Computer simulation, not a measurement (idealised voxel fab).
Name of the process module below: voxel ribs on slabs
270 nm wide, 5 nm square cells: that's cross-section cut.
Throughout this document, each cross-section is represented as a grid of square cells and is presented as a sequence of bands enumerated from the top downward, where a band comprises one or more rows of cells.
Band entry format. Leading values: height of top, height of bottom, nm. Remainder: materials in left-to-right order, each with its width in nm. Special words: "everywhere" on a single material, which then fills the band edge to edge; "blank", empty space.
Height reference: 0 = level under which incoming wafer is all one material. Lowest band: no bottom, runs on downward, e.g. "0 down".
When a width is written as two numbers, as in "30->40", the first number is the width in the top row of cells of the band and the second is the width in its bottom row, and the width changes by the same amount from each row to the next.
A step reported as "everything unchanged" is a step in which no cell of the cross-section changed.
"Tabulated closed voids" lists enclosed empty spaces (at least 8 cells, no open path upward to the top), each as width x height at distance from the left edge, in nm.
Past the settings on a step's line: simulator remark, on that step.
When a step includes a mask, the "overlay nm" setting on its line states how far to the right of its planned place that mask lay, and negative values state how far to the left.

# The following list gives the planned process steps
1) RECEIVE [material Si]
2) DIRECTIONAL_DEP [material SiO2] [thk nm 20]
3) DIRECTIONAL_DEP [material SiN] [thk nm 25]
4) MASKED_ETCH [tone cover] [mask id RIB] [width nm 25] [etch materials SiN] [depth nm 5] [overlay nm 0]
5) MASKED_ETCH [tone cover] [mask id SLAB] [width nm 85] [etch materials SiN] [depth nm 20] [overlay nm 0]
6) FILL_DEP [material SiO2] [thk nm 25]
7) CMP [height nm 60]
8) DIRECTIONAL_DEP [material W] [thk nm 10]
9) DIRECTIONAL_DEP [material aC] [thk nm 10]
10) PATTERN [tone cover] [mask id HEATER] [material resist] [width nm 35] [thk nm 25] [overlay nm 0]
11) DIRECTIONAL_ETCH [etch materials aC] [depth nm 10]
12) STRIP [etch materials resist]
13) DIRECTIONAL_ETCH [etch materials W] [depth nm 10]
14) STRIP [etch materials aC]
15) CONFORMAL_DEP [material SiN] [thk nm 5]

# The first of two wafers, run as planned

# Wafer as received: cross-section following step 1
0 down | Si everywhere
Tabulated closed voids: none

# Once step 2 is through, the wafer looks like this in cross-section
20 to 0 | SiO2 everywhere
Rest of section, below 0: as before.

# Once step 3 is through, the wafer looks like this in cross-section
45 to 20 | SiN everywhere
Rest of section, below 20: as before.

# Once step 4 is through, the wafer looks like this in cross-section
45 to 40 | blank (120)  SiN (25)  blank (125)
Rest of section, below 40: as before.

# Once step 5 is through, the wafer looks like this in cross-section
45 to 40 | blank (120)  SiN (25)  blank (125)
40 to 20 | blank (90)  SiN (85)  blank (95)
Rest of section, below 20: as before.

# Once step 6 is through, the wafer looks like this in cross-section
70 to 45 | SiO2 everywhere
45 to 40 | SiO2 (120)  SiN (25)  SiO2 (125)
40 to 20 | SiO2 (90)  SiN (85)  SiO2 (95)
Rest of section, below 20: as before.

# Once step 7 is through, the wafer looks like this in cross-section
60 to 45 | SiO2 everywhere
Rest of section, below 45: as before.

# Once step 8 is through, the wafer looks like this in cross-section
70 to 60 | W everywhere
Rest of section, below 60: as before.

# Once step 9 is through, the wafer looks like this in cross-section
80 to 70 | aC everywhere
Rest of section, below 70: as before.

# Once step 10 is through, the wafer looks like this in cross-section
105 to 80 | blank (115)  resist (35)  blank (120)
Rest of section, below 80: as before.

# Once step 11 is through, the wafer looks like this in cross-section
95 to 80 | blank (115)  resist (35)  blank (120)
80 to 70 | blank (115)  aC (35)  blank (120)
Rest of section, below 70: as before.

# Once step 12 is through, the wafer looks like this in cross-section
80 to 70 | blank (115)  aC (35)  blank (120)
Rest of section, below 70: as before.

# Once step 13 is through, the wafer looks like this in cross-section
80 to 70 | blank (115)  aC (35)  blank (120)
70 to 60 | blank (115)  W (35)  blank (120)
Rest of section, below 60: as before.

# Once step 14 is through, the wafer looks like this in cross-section
70 to 60 | blank (115)  W (35)  blank (120)
Rest of section, below 60: as before.

# Once step 15 is through, the wafer looks like this in cross-section
75 to 70 | blank (110)  SiN (45)  blank (115)
70 to 65 | blank (110)  SiN (5)  W (35)  SiN (5)  blank (115)
65 to 60 | SiN (115)  W (35)  SiN (120)
Rest of section, below 60: as before.

# The second wafer was prepared from the same starting point and under the same plan as the first; its processing contained one mistake, and it remains indistinguishable from the first wafer up to and including step 1

# Second wafer profile in section, at the moment step 2 of the plan was meant to be complete
25 to 0 | SiN everywhere
Rest of section, below 0: as before.

# Second wafer profile in section, at the moment step 3 of the plan was meant to be complete
45 to 25 | SiO2 everywhere
Rest of section, below 25: as before.

Second wafer profile in section, at the moment step 4 of the plan was meant to be complete: everything unchanged

Second wafer profile in section, at the moment step 5 of the plan was meant to be complete: everything unchanged

# Second wafer profile in section, at the moment step 6 of the plan was meant to be complete
70 to 25 | SiO2 everywhere
Rest of section, below 25: as before.

# Second wafer profile in section, at the moment step 7 of the plan was meant to be complete
60 to 25 | SiO2 everywhere
Rest of section, below 25: as before.

# Second wafer profile in section, at the moment step 8 of the plan was meant to be complete
70 to 60 | W everywhere
Rest of section, below 60: as before.

# Second wafer profile in section, at the moment step 9 of the plan was meant to be complete
80 to 70 | aC everywhere
Rest of section, below 70: as before.

# Second wafer profile in section, at the moment step 10 of the plan was meant to be complete
105 to 80 | blank (115)  resist (35)  blank (120)
Rest of section, below 80: as before.

# Second wafer profile in section, at the moment step 11 of the plan was meant to be complete
95 to 80 | blank (115)  resist (35)  blank (120)
80 to 70 | blank (115)  aC (35)  blank (120)
Rest of section, below 70: as before.

# Second wafer profile in section, at the moment step 12 of the plan was meant to be complete
80 to 70 | blank (115)  aC (35)  blank (120)
Rest of section, below 70: as before.

# Second wafer profile in section, at the moment step 13 of the plan was meant to be complete
80 to 70 | blank (115)  aC (35)  blank (120)
70 to 60 | blank (115)  W (35)  blank (120)
Rest of section, below 60: as before.

# Second wafer profile in section, at the moment step 14 of the plan was meant to be complete
70 to 60 | blank (115)  W (35)  blank (120)
Rest of section, below 60: as before.

# Second wafer profile in section, at the moment step 15 of the plan was meant to be complete
75 to 70 | blank (110)  SiN (45)  blank (115)
70 to 65 | blank (110)  SiN (5)  W (35)  SiN (5)  blank (115)
65 to 60 | SiN (115)  W (35)  SiN (120)
Rest of section, below 60: as before.
Where did the run depart from the plan? step 2 ran in the slot meant for step 3, and vice versa
at the end the second wafer has, in cells: SiN: 197 more, SiO2: 197 fewer
